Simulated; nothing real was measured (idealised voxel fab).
process module | voxel lift off
cross-section cut | 195 nm wide | cells 5 nm
A cross-section is a grid of square cells, given in bands from the top down. A band is one or more rows of cells.
Each band's line starts with the height of the band's top and of its bottom, in nm. Then come its materials from left to right, each with its width in nm. One material with "throughout" fills the band from edge to edge. "air" is empty space.
Height 0 is the level under which the wafer as received is all one material. The lowest band goes on downwards, as in "0 down".
A width such as "30 to 40" changes by the same amount from each row of cells to the next, from the band's top row to its bottom row.
"no change" after a step means that no cell of the cross-section changed.
closed voids: empty space of 8 cells or more with no open way to the top, each as width x height at its distance from the left edge, in nm
after a step's settings: what the simulator itself notes on the step
overlay nm, on a step with a mask: how far to the right of its planned place the mask lay; to the left if negative
plan
1 op RECEIVE | material Si
2 op CONFORMAL_DEP | material SiO2 | thk nm 5
3 op PATTERN | tone open | mask id LINES | material resist | width nm 30 | pitch nm 55 | thk nm 15 | overlay nm 0
4 op DIRECTIONAL_DEP | material Ru | thk nm 5
5 op STRIP | etch materials resist
6 op CONFORMAL_DEP | material SiO2 | thk nm 10
as received, after step 1
  0 down: Si throughout
  closed voids: none
a wafer at the end: this start, this plan, one mistake
  20 to 15: SiO2 65 | air 10 | SiO2 45 | air 10 | SiO2 65
  15 to 10: SiO2 throughout
  10 to 5: Ru 55 | SiO2 30 | Ru 25 | SiO2 30 | Ru 55
  5 to 0: SiO2 throughout
  0 down: Si throughout
  closed voids: none
what went wrong: step 3 ran as: op PATTERN | tone cover | mask id LINES | material resist | width nm 30 | pitch nm 55 | thk nm 15 | overlay nm 0
